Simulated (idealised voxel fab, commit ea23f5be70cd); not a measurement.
Module name: voxel capacitor over wiring (process module)
Section shown: cut. Width: 155 nm. Cell size: 5 nm, square.
Cross-section = grid of square cells, listed top down in bands; band = one or more rows.
What a band's entry tells you: where the top is and where the bottom is, as heights in nm, and after that what lies inside, material by material from left to right, each with its width in nm. Empty space is written as the word "blank", and a single material marked with the word "full width" occupies the band from edge to edge.
For the purposes of this specification, 0 denotes the height below which the wafer in its as-received condition is composed wholly of one material, and the lowermost band, lacking a lower limit, extends downward without end, as expressed in "top 0, no bottom".
Read "30..40" as a graded width: first number on top, second number at the bottom, same change between each pair of neighbouring rows.
The designation "no alteration", where it is given for a processing step, indicates that no cell of the cross-section was altered in the course of that step.
Each empty space that has no open way to the top and spans at least 8 cells appears under "Encapsulated voids" as width x height at distance, the distance counted from the left edge, all in nm.
Note: text after step settings on the step line = simulator remark on that step.
You can add "overlay nm" to a step's line. For a step with a mask, it describes how far the mask lay to the right of its planned position, and a negative number describes a lay to the left.
THIS SECTION LISTS THE PROCESS STEPS THAT WERE PLANNED
- 1: RECEIVE, material Si
- 2: CONFORMAL_DEP, material SiO2, thk nm 15
- 3: CONFORMAL_DEP, material SiCN, thk nm 5
- 4: DIRECTIONAL_DEP, material SiO2, thk nm 20
- 5: DIRECTIONAL_DEP, material aC, thk nm 10
- 6: PATTERN, tone open, mask id METAL_1, material resist, width nm 30, pitch nm 85, thk nm 30, overlay nm 0
- 7: DIRECTIONAL_ETCH, etch materials aC, depth nm 10
- 8: STRIP, etch materials resist
- 9: DIRECTIONAL_ETCH, etch materials SiO2, depth nm 20
- 10: DIRECTIONAL_ETCH, etch materials SiCN, depth nm 5
- 11: STRIP, etch materials aC
- 12: CONFORMAL_DEP, material TiN, thk nm 5
- 13: FILL_DEP, material Cu, thk nm 10
- 14: CMP, height nm 40
- 15: EPI, material Ru, thk nm 5
- 16: FILL_DEP, material SiCN, thk nm 5
- 17: DIRECTIONAL_DEP, material lowk, thk nm 20
- 18: DIRECTIONAL_DEP, material aC, thk nm 10
- 19: PATTERN, tone open, mask id PLUG_1, material resist, width nm 15, thk nm 30, overlay nm 0
- 20: DIRECTIONAL_ETCH, etch materials aC, depth nm 10
- 21: STRIP, etch materials resist
- 22: DIRECTIONAL_ETCH, etch materials lowk, depth nm 20
- 23: DIRECTIONAL_ETCH, etch materials SiCN, depth nm 5
- 24: STRIP, etch materials aC
- 25: EPI, material Ru, thk nm 10
- 26: EPI, material Ru, thk nm 10
- 27: EPI, material Ru, thk nm 5
- 28: DIRECTIONAL_DEP, material TiN, thk nm 5
- 29: DIRECTIONAL_DEP, material HfO2, thk nm 5
- 30: DIRECTIONAL_DEP, material TiN, thk nm 5
- 31: PATTERN, tone cover, mask id UPPER_PLATE, material resist, width nm 60, thk nm 15, overlay nm 0
- 32: DIRECTIONAL_ETCH, etch materials TiN, depth nm 5
- 33: DIRECTIONAL_ETCH, etch materials HfO2, depth nm 5
- 34: STRIP, etch materials resist
- 35: DIRECTIONAL_DEP, material aC, thk nm 15
- 36: PATTERN, tone cover, mask id LOWER_PLATE, material resist, width nm 70, thk nm 35, overlay nm 0
- 37: DIRECTIONAL_ETCH, etch materials aC, depth nm 15
- 38: STRIP, etch materials resist
- 39: DIRECTIONAL_ETCH, etch materials TiN, depth nm 5
- 40: STRIP, etch materials aC
- 41: FILL_DEP, material SiO2, thk nm 15
- 42: CMP, height nm 95
- 43: MASKED_ETCH, tone open, mask id PLUG_2, width nm 15, etch materials SiO2, depth nm 10, overlay nm 0
- 44: CONFORMAL_DEP, material TiN, thk nm 5
- 45: FILL_DEP, material W, thk nm 10
- 46: CMP, height nm 95
- 47: CONFORMAL_DEP, material SiCN, thk nm 5
HERE'S WHAT THE WAFER LOOKED LIKE IN CROSS-SECTION WHEN IT ARRIVED - THAT'S AFTER STEP 1
- top 0, no bottom: Si full width
- Encapsulated voids: none
LOOK AT THE CROSS-SECTION AFTER THE MODULE: THE WAFER STARTED OUT THE WAY SHOWN ABOVE AND THE PLAN WAS THE ONE SHOWN ABOVE, YET ONE MISTAKE WAS MADE ALONG THE WAY
- top 100, bottom 95: SiCN full width
- top 95, bottom 90: SiO2 (45)  TiN (5)  W (5)  TiN (5)  SiO2 (95)
- top 90, bottom 80: SiO2 (45..50)  TiN (15..45)  SiO2 (95..60)
- top 80, bottom 75: SiO2 (50)  HfO2 (45)  SiO2 (60)
- top 75, bottom 70: SiO2 (30)  TiN (5)  SiO2 (15)  TiN (50)  SiO2 (55)
- top 70, bottom 65: lowk (35)  TiN (15)  lowk (105)
- top 65, bottom 60: lowk (35)  HfO2 (15)  lowk (105)
- top 60, bottom 55: lowk (35)  TiN (15)  lowk (105)
- top 55, bottom 50: lowk full width
- top 50, bottom 45: SiCN full width
- top 45, bottom 40: SiCN (15)  Ru (40)  SiCN (45)  Ru (40)  SiCN (15)
- top 40, bottom 20: SiO2 (20)  TiN (5)  Cu (20)  TiN (5)  SiO2 (55)  TiN (5)  Cu (20)  TiN (5)  SiO2 (20)
- top 20, bottom 15: SiCN (20)  TiN (30)  SiCN (55)  TiN (30)  SiCN (20)
- top 15, bottom 0: SiO2 full width
- top 0, no bottom: Si full width
- Encapsulated voids: none
Finding, execution versus plan: step 22 did not use the planned setting and instead ran as DIRECTIONAL_ETCH, etch materials lowk, depth nm 15
